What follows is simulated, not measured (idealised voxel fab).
Herein follows the process module entitled voxel gate over fins.
Cross-sectional view cut (width: 140 nm; square cell size: 5 nm).
Just so we're on the same page, the cross-sections are grids of square cells, and they're listed out in bands top to bottom, each band one or more rows deep. This entry defines a band. It first specifies the height of the band's top and the height of its bottom in nm, and then specifies the band's materials from left to right, stating each material with its width in nm. The word "all across" identifies a single material that fills the band from edge to edge, while the word "blank" identifies empty space. Height reference: 0 = level under which incoming wafer is all one material. Lowest band: no bottom, runs on downward, e.g. "top 0, no bottom". Read "30 to 40" as a graded width: first number on top, second number at the bottom, same change between each pair of neighbouring rows. For the purposes of this document, the phrase "no modification" attached to a step denotes that no cell within the cross-section was modified by that step. What "Encapsulated voids" gives you is every empty space of 8 cells or more that is cut off from the top. Each appears as width x height at distance, with the distance taken from the left edge and width, height and distance all in nm. Read whatever lies past the settings on a step's line as the simulator's own remark about the step. overlay nm: on a step with a mask, how far right of its planned place the mask lay; negative means left.

## Here's what the planned process steps look like
| 1 | RECEIVE | material Si |
| 2 | CONFORMAL_DEP | material SiN | thk nm 10 |
| 3 | DIRECTIONAL_DEP | material aC | thk nm 10 |
| 4 | PATTERN | tone cover | mask id FINS | material resist | width nm 15 | pitch nm 55 | thk nm 25 | overlay nm 0 |
| 5 | DIRECTIONAL_ETCH | etch materials aC | depth nm 10 |
| 6 | STRIP | etch materials resist |
| 7 | DIRECTIONAL_ETCH | etch materials SiN | depth nm 10 |
| 8 | DIRECTIONAL_ETCH | etch materials Si | depth nm 35 |
| 9 | STRIP | etch materials aC |
| 10 | OXIDIZE | depth nm 5 |
| 11 | FILL_DEP | material SiO2 | thk nm 10 |
| 12 | CMP | height nm 10 |
| 13 | DIRECTIONAL_DEP | material aC | thk nm 15 |
| 14 | PATTERN | tone open | mask id RAIL | material resist | width nm 15 | thk nm 30 | overlay nm 0 |
| 15 | DIRECTIONAL_ETCH | etch materials aC | depth nm 15 |
| 16 | STRIP | etch materials resist |
| 17 | DIRECTIONAL_ETCH | etch materials SiO2 | depth nm 40 |
| 18 | STRIP | etch materials aC |
| 19 | CONFORMAL_DEP | material TiN | thk nm 5 |
| 20 | FILL_DEP | material Ru | thk nm 10 |
| 21 | CMP | height nm 10 |
| 22 | SELECTIVE_ETCH | etch materials W Ru TiN | depth nm 25 |
| 23 | FILL_DEP | material SiO2 | thk nm 5 |
| 24 | CMP | height nm 10 |
| 25 | SELECTIVE_ETCH | etch materials SiO2 | depth nm 20 |
| 26 | STRIP | etch materials SiN |
| 27 | CONFORMAL_DEP | material HfO2 | thk nm 5 |
| 28 | CONFORMAL_DEP | material TiN | thk nm 5 |
| 29 | CONFORMAL_DEP | material TiAl | thk nm 5 |
| 30 | CONFORMAL_DEP | material TiN | thk nm 5 |
| 31 | FILL_DEP | material W | thk nm 15 |
| 32 | CMP | height nm 30 |
| 33 | CONFORMAL_DEP | material SiCN | thk nm 10 |

## What follows covers the first of two wafers; it ran as planned

## Cross-section of the wafer at receipt, which is the condition after step 1
	top 0, no bottom = Si all across
	Encapsulated voids: none

## Cross-section of the wafer subsequent to step 2
	top 10, bottom 0 = SiN all across
	Below 0, no change.

## Cross-section of the wafer subsequent to step 3
	top 20, bottom 10 = aC all across
	Below 10, no change.

## Cross-section of the wafer subsequent to step 4
	top 45, bottom 20 = blank 35 nm / resist 15 nm / blank 40 nm / resist 15 nm / blank 35 nm
	Below 20, no change.

## Cross-section of the wafer subsequent to step 5
	top 35, bottom 20 = blank 35 nm / resist 15 nm / blank 40 nm / resist 15 nm / blank 35 nm
	top 20, bottom 10 = blank 35 nm / aC 15 nm / blank 40 nm / aC 15 nm / blank 35 nm
	Below 10, no change.

## Cross-section of the wafer subsequent to step 6
	top 20, bottom 10 = blank 35 nm / aC 15 nm / blank 40 nm / aC 15 nm / blank 35 nm
	Below 10, no change.

## Cross-section of the wafer subsequent to step 7
	top 20, bottom 10 = blank 35 nm / aC 15 nm / blank 40 nm / aC 15 nm / blank 35 nm
	top 10, bottom 0 = blank 35 nm / SiN 15 nm / blank 40 nm / SiN 15 nm / blank 35 nm
	Below 0, no change.

## Cross-section of the wafer subsequent to step 8
	top 20, bottom 10 = blank 35 nm / aC 15 nm / blank 40 nm / aC 15 nm / blank 35 nm
	top 10, bottom 0 = blank 35 nm / SiN 15 nm / blank 40 nm / SiN 15 nm / blank 35 nm
	top 0, bottom -35 = blank 35 nm / Si 15 nm / blank 40 nm / Si 15 nm / blank 35 nm
	Below -35, no change.

## Cross-section of the wafer subsequent to step 9
	top 10, bottom 0 = blank 35 nm / SiN 15 nm / blank 40 nm / SiN 15 nm / blank 35 nm
	Below 0, no change.

## Cross-section of the wafer subsequent to step 10
	top 10, bottom 0 = blank 35 nm / SiN 15 nm / blank 40 nm / SiN 15 nm / blank 35 nm
	top 0, bottom -35 = blank 35 nm / SiO2 5 nm / Si 5 nm / SiO2 5 nm / blank 40 nm / SiO2 5 nm / Si 5 nm / SiO2 5 nm / blank 35 nm
	top -35, bottom -40 = SiO2 40 nm / Si 5 nm / SiO2 50 nm / Si 5 nm / SiO2 40 nm
	Below -40, no change.

## Cross-section of the wafer subsequent to step 11
	top 20, bottom 10 = SiO2 all across
	top 10, bottom 0 = SiO2 35 nm / SiN 15 nm / SiO2 40 nm / SiN 15 nm / SiO2 35 nm
	top 0, bottom -40 = SiO2 40 nm / Si 5 nm / SiO2 50 nm / Si 5 nm / SiO2 40 nm
	Below -40, no change.

## Cross-section of the wafer subsequent to step 12
	top 10, bottom 0 = SiO2 35 nm / SiN 15 nm / SiO2 40 nm / SiN 15 nm / SiO2 35 nm
	Below 0, no change.

## Cross-section of the wafer subsequent to step 13
	top 25, bottom 10 = aC all across
	Below 10, no change.

## Cross-section of the wafer subsequent to step 14
	top 55, bottom 25 = resist 60 nm / blank 15 nm / resist 65 nm
	Below 25, no change.

## Cross-section of the wafer subsequent to step 15
	top 40, bottom 25 = resist 60 nm / blank 15 nm / resist 65 nm
	top 25, bottom 10 = aC 60 nm / blank 15 nm / aC 65 nm
	Below 10, no change.

## Cross-section of the wafer subsequent to step 16
	top 25, bottom 10 = aC 60 nm / blank 15 nm / aC 65 nm
	Below 10, no change.

## Cross-section of the wafer subsequent to step 17
	top 25, bottom 10 = aC 60 nm / blank 15 nm / aC 65 nm
	top 10, bottom 0 = SiO2 35 nm / SiN 15 nm / SiO2 10 nm / blank 15 nm / SiO2 15 nm / SiN 15 nm / SiO2 35 nm
	top 0, bottom -30 = SiO2 40 nm / Si 5 nm / SiO2 15 nm / blank 15 nm / SiO2 20 nm / Si 5 nm / SiO2 40 nm
	Below -30, no change.

## Cross-section of the wafer subsequent to step 18
	top 10, bottom 0 = SiO2 35 nm / SiN 15 nm / SiO2 10 nm / blank 15 nm / SiO2 15 nm / SiN 15 nm / SiO2 35 nm
	Below 0, no change.

## Cross-section of the wafer subsequent to step 19
	top 15, bottom 10 = TiN 65 nm / blank 5 nm / TiN 70 nm
	top 10, bottom 0 = SiO2 35 nm / SiN 15 nm / SiO2 10 nm / TiN 5 nm / blank 5 nm / TiN 5 nm / SiO2 15 nm / SiN 15 nm / SiO2 35 nm
	top 0, bottom -25 = SiO2 40 nm / Si 5 nm / SiO2 15 nm / TiN 5 nm / blank 5 nm / TiN 5 nm / SiO2 20 nm / Si 5 nm / SiO2 40 nm
	top -25, bottom -30 = SiO2 40 nm / Si 5 nm / SiO2 15 nm / TiN 15 nm / SiO2 20 nm / Si 5 nm / SiO2 40 nm
	Below -30, no change.

## Cross-section of the wafer subsequent to step 20
	top 25, bottom 15 = Ru all across
	top 15, bottom 10 = TiN 65 nm / Ru 5 nm / TiN 70 nm
	top 10, bottom 0 = SiO2 35 nm / SiN 15 nm / SiO2 10 nm / TiN 5 nm / Ru 5 nm / TiN 5 nm / SiO2 15 nm / SiN 15 nm / SiO2 35 nm
	top 0, bottom -25 = SiO2 40 nm / Si 5 nm / SiO2 15 nm / TiN 5 nm / Ru 5 nm / TiN 5 nm / SiO2 20 nm / Si 5 nm / SiO2 40 nm
	Below -25, no change.

## Cross-section of the wafer subsequent to step 21
	top 10, bottom 0 = SiO2 35 nm / SiN 15 nm / SiO2 10 nm / TiN 5 nm / Ru 5 nm / TiN 5 nm / SiO2 15 nm / SiN 15 nm / SiO2 35 nm
	Below 0, no change.

## Cross-section of the wafer subsequent to step 22
	top 10, bottom 0 = SiO2 35 nm / SiN 15 nm / SiO2 10 nm / blank 15 nm / SiO2 15 nm / SiN 15 nm / SiO2 35 nm
	top 0, bottom -15 = SiO2 40 nm / Si 5 nm / SiO2 15 nm / blank 15 nm / SiO2 20 nm / Si 5 nm / SiO2 40 nm
	Below -15, no change.

## Cross-section of the wafer subsequent to step 23
	top 15, bottom 10 = SiO2 all across
	top 10, bottom 0 = SiO2 35 nm / SiN 15 nm / SiO2 40 nm / SiN 15 nm / SiO2 35 nm
	top 0, bottom -15 = SiO2 40 nm / Si 5 nm / SiO2 50 nm / Si 5 nm / SiO2 40 nm
	Below -15, no change.

## Cross-section of the wafer subsequent to step 24
	top 10, bottom 0 = SiO2 35 nm / SiN 15 nm / SiO2 40 nm / SiN 15 nm / SiO2 35 nm
	Below 0, no change.

## Cross-section of the wafer subsequent to step 25
	top 10, bottom 0 = blank 35 nm / SiN 15 nm / blank 40 nm / SiN 15 nm / blank 35 nm
	top 0, bottom -10 = blank 40 nm / Si 5 nm / blank 50 nm / Si 5 nm / blank 40 nm
	Below -10, no change.

## Cross-section of the wafer subsequent to step 26
	top 0, bottom -10 = blank 40 nm / Si 5 nm / blank 50 nm / Si 5 nm / blank 40 nm
	Below -10, no change.

## Cross-section of the wafer subsequent to step 27
	top 5, bottom 0 = blank 35 nm / HfO2 15 nm / blank 40 nm / HfO2 15 nm / blank 35 nm
	top 0, bottom -5 = blank 35 nm / HfO2 5 nm / Si 5 nm / HfO2 5 nm / blank 40 nm / HfO2 5 nm / Si 5 nm / HfO2 5 nm / blank 35 nm
	top -5, bottom -10 = HfO2 40 nm / Si 5 nm / HfO2 50 nm / Si 5 nm / HfO2 40 nm
	Below -10, no change.

## Cross-section of the wafer subsequent to step 28
	top 10, bottom 5 = blank 30 nm / TiN 25 nm / blank 30 nm / TiN 25 nm / blank 30 nm
	top 5, bottom 0 = blank 30 nm / TiN 5 nm / HfO2 15 nm / TiN 5 nm / blank 30 nm / TiN 5 nm / HfO2 15 nm / TiN 5 nm / blank 30 nm
	top 0, bottom -5 = TiN 35 nm / HfO2 5 nm / Si 5 nm / HfO2 5 nm / TiN 40 nm / HfO2 5 nm / Si 5 nm / HfO2 5 nm / TiN 35 nm
	Below -5, no change.

## Cross-section of the wafer subsequent to step 29
	top 15, bottom 10 = blank 25 nm / TiAl 35 nm / blank 20 nm / TiAl 35 nm / blank 25 nm
	top 10, bottom 5 = blank 25 nm / TiAl 5 nm / TiN 25 nm / TiAl 5 nm / blank 20 nm / TiAl 5 nm / TiN 25 nm / TiAl 5 nm / blank 25 nm
	top 5, bottom 0 = TiAl 30 nm / TiN 5 nm / HfO2 15 nm / TiN 5 nm / TiAl 30 nm / TiN 5 nm / HfO2 15 nm / TiN 5 nm / TiAl 30 nm
	Below 0, no change.

## Cross-section of the wafer subsequent to step 30
	top 20, bottom 15 = blank 20 nm / TiN 45 nm / blank 10 nm / TiN 45 nm / blank 20 nm
	top 15, bottom 10 = blank 20 nm / TiN 5 nm / TiAl 35 nm / TiN 5 nm / blank 10 nm / TiN 5 nm / TiAl 35 nm / TiN 5 nm / blank 20 nm
	top 10, bottom 5 = TiN 25 nm / TiAl 5 nm / TiN 25 nm / TiAl 5 nm / TiN 20 nm / TiAl 5 nm / TiN 25 nm / TiAl 5 nm / TiN 25 nm
	Below 5, no change.

## Cross-section of the wafer subsequent to step 31
	top 35, bottom 20 = W all across
	top 20, bottom 15 = W 20 nm / TiN 45 nm / W 10 nm / TiN 45 nm / W 20 nm
	top 15, bottom 10 = W 20 nm / TiN 5 nm / TiAl 35 nm / TiN 5 nm / W 10 nm / TiN 5 nm / TiAl 35 nm / TiN 5 nm / W 20 nm
	Below 10, no change.

## Cross-section of the wafer subsequent to step 32
	top 30, bottom 20 = W all across
	Below 20, no change.

## Cross-section of the wafer subsequent to step 33
	top 40, bottom 30 = SiCN all across
	Below 30, no change.

## Wafer two: like wafer one in start and plan, but with one mistake in execution; identical up to and including step 13

## Cross-section of the second wafer when, according to plan, step 14 should have finished
	top 55, bottom 25 = blank 60 nm / resist 15 nm / blank 65 nm
	Below 25, no change.

## Cross-section of the second wafer when, according to plan, step 15 should have finished
	top 40, bottom 25 = blank 60 nm / resist 15 nm / blank 65 nm
	top 25, bottom 10 = blank 60 nm / aC 15 nm / blank 65 nm
	Below 10, no change.

## Cross-section of the second wafer when, according to plan, step 16 should have finished
	top 25, bottom 10 = blank 60 nm / aC 15 nm / blank 65 nm
	Below 10, no change.

## Cross-section of the second wafer when, according to plan, step 17 should have finished
	top 25, bottom 10 = blank 60 nm / aC 15 nm / blank 65 nm
	top 10, bottom 0 = blank 35 nm / SiN 15 nm / blank 10 nm / SiO2 15 nm / blank 15 nm / SiN 15 nm / blank 35 nm
	top 0, bottom -30 = blank 35 nm / SiO2 5 nm / Si 5 nm / SiO2 5 nm / blank 10 nm / SiO2 15 nm / blank 15 nm / SiO2 5 nm / Si 5 nm / SiO2 5 nm / blank 35 nm
	Below -30, no change.

## Cross-section of the second wafer when, according to plan, step 18 should have finished
	top 10, bottom 0 = blank 35 nm / SiN 15 nm / blank 10 nm / SiO2 15 nm / blank 15 nm / SiN 15 nm / blank 35 nm
	Below 0, no change.

## Cross-section of the second wafer when, according to plan, step 19 should have finished
	top 15, bottom 10 = blank 30 nm / TiN 50 nm / blank 5 nm / TiN 25 nm / blank 30 nm
	top 10, bottom 0 = blank 30 nm / TiN 5 nm / SiN 15 nm / TiN 10 nm / SiO2 15 nm / TiN 5 nm / blank 5 nm / TiN 5 nm / SiN 15 nm / TiN 5 nm / blank 30 nm
	top 0, bottom -25 = blank 30 nm / TiN 5 nm / SiO2 5 nm / Si 5 nm / SiO2 5 nm / TiN 10 nm / SiO2 15 nm / TiN 5 nm / blank 5 nm / TiN 5 nm / SiO2 5 nm / Si 5 nm / SiO2 5 nm / TiN 5 nm / blank 30 nm
	top -25, bottom -30 = TiN 35 nm / SiO2 5 nm / Si 5 nm / SiO2 5 nm / TiN 10 nm / SiO2 15 nm / TiN 15 nm / SiO2 5 nm / Si 5 nm / SiO2 5 nm / TiN 35 nm
	Below -30, no change.

## Cross-section of the second wafer when, according to plan, step 20 should have finished
	top 25, bottom 15 = Ru all across
	top 15, bottom 10 = Ru 30 nm / TiN 50 nm / Ru 5 nm / TiN 25 nm / Ru 30 nm
	top 10, bottom 0 = Ru 30 nm / TiN 5 nm / SiN 15 nm / TiN 10 nm / SiO2 15 nm / TiN 5 nm / Ru 5 nm / TiN 5 nm / SiN 15 nm / TiN 5 nm / Ru 30 nm
	top 0, bottom -25 = Ru 30 nm / TiN 5 nm / SiO2 5 nm / Si 5 nm / SiO2 5 nm / TiN 10 nm / SiO2 15 nm / TiN 5 nm / Ru 5 nm / TiN 5 nm / SiO2 5 nm / Si 5 nm / SiO2 5 nm / TiN 5 nm / Ru 30 nm
	Below -25, no change.

## Cross-section of the second wafer when, according to plan, step 21 should have finished
	top 10, bottom 0 = Ru 30 nm / TiN 5 nm / SiN 15 nm / TiN 10 nm / SiO2 15 nm / TiN 5 nm / Ru 5 nm / TiN 5 nm / SiN 15 nm / TiN 5 nm / Ru 30 nm
	Below 0, no change.

## Cross-section of the second wafer when, according to plan, step 22 should have finished
	top 10, bottom 0 = blank 35 nm / SiN 15 nm / blank 10 nm / SiO2 15 nm / blank 15 nm / SiN 15 nm / blank 35 nm
	top 0, bottom -15 = blank 35 nm / SiO2 5 nm / Si 5 nm / SiO2 5 nm / blank 10 nm / SiO2 15 nm / blank 15 nm / SiO2 5 nm / Si 5 nm / SiO2 5 nm / blank 35 nm
	Below -15, no change.

## Cross-section of the second wafer when, according to plan, step 23 should have finished
	top 15, bottom 10 = SiO2 all across
	top 10, bottom 0 = SiO2 35 nm / SiN 15 nm / SiO2 40 nm / SiN 15 nm / SiO2 35 nm
	top 0, bottom -15 = SiO2 40 nm / Si 5 nm / SiO2 50 nm / Si 5 nm / SiO2 40 nm
	Below -15, no change.

## Cross-section of the second wafer when, according to plan, step 24 should have finished
	top 10, bottom 0 = SiO2 35 nm / SiN 15 nm / SiO2 40 nm / SiN 15 nm / SiO2 35 nm
	Below 0, no change.

## Cross-section of the second wafer when, according to plan, step 25 should have finished
	top 10, bottom 0 = blank 35 nm / SiN 15 nm / blank 40 nm / SiN 15 nm / blank 35 nm
	top 0, bottom -10 = blank 40 nm / Si 5 nm / blank 50 nm / Si 5 nm / blank 40 nm
	Below -10, no change.

## Cross-section of the second wafer when, according to plan, step 26 should have finished
	top 0, bottom -10 = blank 40 nm / Si 5 nm / blank 50 nm / Si 5 nm / blank 40 nm
	Below -10, no change.

## Cross-section of the second wafer when, according to plan, step 27 should have finished
	top 5, bottom 0 = blank 35 nm / HfO2 15 nm / blank 40 nm / HfO2 15 nm / blank 35 nm
	top 0, bottom -5 = blank 35 nm / HfO2 5 nm / Si 5 nm / HfO2 5 nm / blank 40 nm / HfO2 5 nm / Si 5 nm / HfO2 5 nm / blank 35 nm
	top -5, bottom -10 = HfO2 40 nm / Si 5 nm / HfO2 50 nm / Si 5 nm / HfO2 40 nm
	Below -10, no change.

## Cross-section of the second wafer when, according to plan, step 28 should have finished
	top 10, bottom 5 = blank 30 nm / TiN 25 nm / blank 30 nm / TiN 25 nm / blank 30 nm
	top 5, bottom 0 = blank 30 nm / TiN 5 nm / HfO2 15 nm / TiN 5 nm / blank 30 nm / TiN 5 nm / HfO2 15 nm / TiN 5 nm / blank 30 nm
	top 0, bottom -5 = TiN 35 nm / HfO2 5 nm / Si 5 nm / HfO2 5 nm / TiN 40 nm / HfO2 5 nm / Si 5 nm / HfO2 5 nm / TiN 35 nm
	Below -5, no change.

## Cross-section of the second wafer when, according to plan, step 29 should have finished
	top 15, bottom 10 = blank 25 nm / TiAl 35 nm / blank 20 nm / TiAl 35 nm / blank 25 nm
	top 10, bottom 5 = blank 25 nm / TiAl 5 nm / TiN 25 nm / TiAl 5 nm / blank 20 nm / TiAl 5 nm / TiN 25 nm / TiAl 5 nm / blank 25 nm
	top 5, bottom 0 = TiAl 30 nm / TiN 5 nm / HfO2 15 nm / TiN 5 nm / TiAl 30 nm / TiN 5 nm / HfO2 15 nm / TiN 5 nm / TiAl 30 nm
	Below 0, no change.

## Cross-section of the second wafer when, according to plan, step 30 should have finished
	top 20, bottom 15 = blank 20 nm / TiN 45 nm / blank 10 nm / TiN 45 nm / blank 20 nm
	top 15, bottom 10 = blank 20 nm / TiN 5 nm / TiAl 35 nm / TiN 5 nm / blank 10 nm / TiN 5 nm / TiAl 35 nm / TiN 5 nm / blank 20 nm
	top 10, bottom 5 = TiN 25 nm / TiAl 5 nm / TiN 25 nm / TiAl 5 nm / TiN 20 nm / TiAl 5 nm / TiN 25 nm / TiAl 5 nm / TiN 25 nm
	Below 5, no change.

## Cross-section of the second wafer when, according to plan, step 31 should have finished
	top 35, bottom 20 = W all across
	top 20, bottom 15 = W 20 nm / TiN 45 nm / W 10 nm / TiN 45 nm / W 20 nm
	top 15, bottom 10 = W 20 nm / TiN 5 nm / TiAl 35 nm / TiN 5 nm / W 10 nm / TiN 5 nm / TiAl 35 nm / TiN 5 nm / W 20 nm
	Below 10, no change.

## Cross-section of the second wafer when, according to plan, step 32 should have finished
	top 30, bottom 20 = W all across
	Below 20, no change.

## Cross-section of the second wafer when, according to plan, step 33 should have finished
	top 40, bottom 30 = SiCN all across
	Below 30, no change.
Deviation from plan: contrary to plan, step 14 was performed as PATTERN | tone cover | mask id RAIL | material resist | width nm 15 | thk nm 30 | overlay nm 0
Wafer comparison, final, in cells, second relative to first, materials more or fewer: Ru +24; SiO2 -48; TiN +24
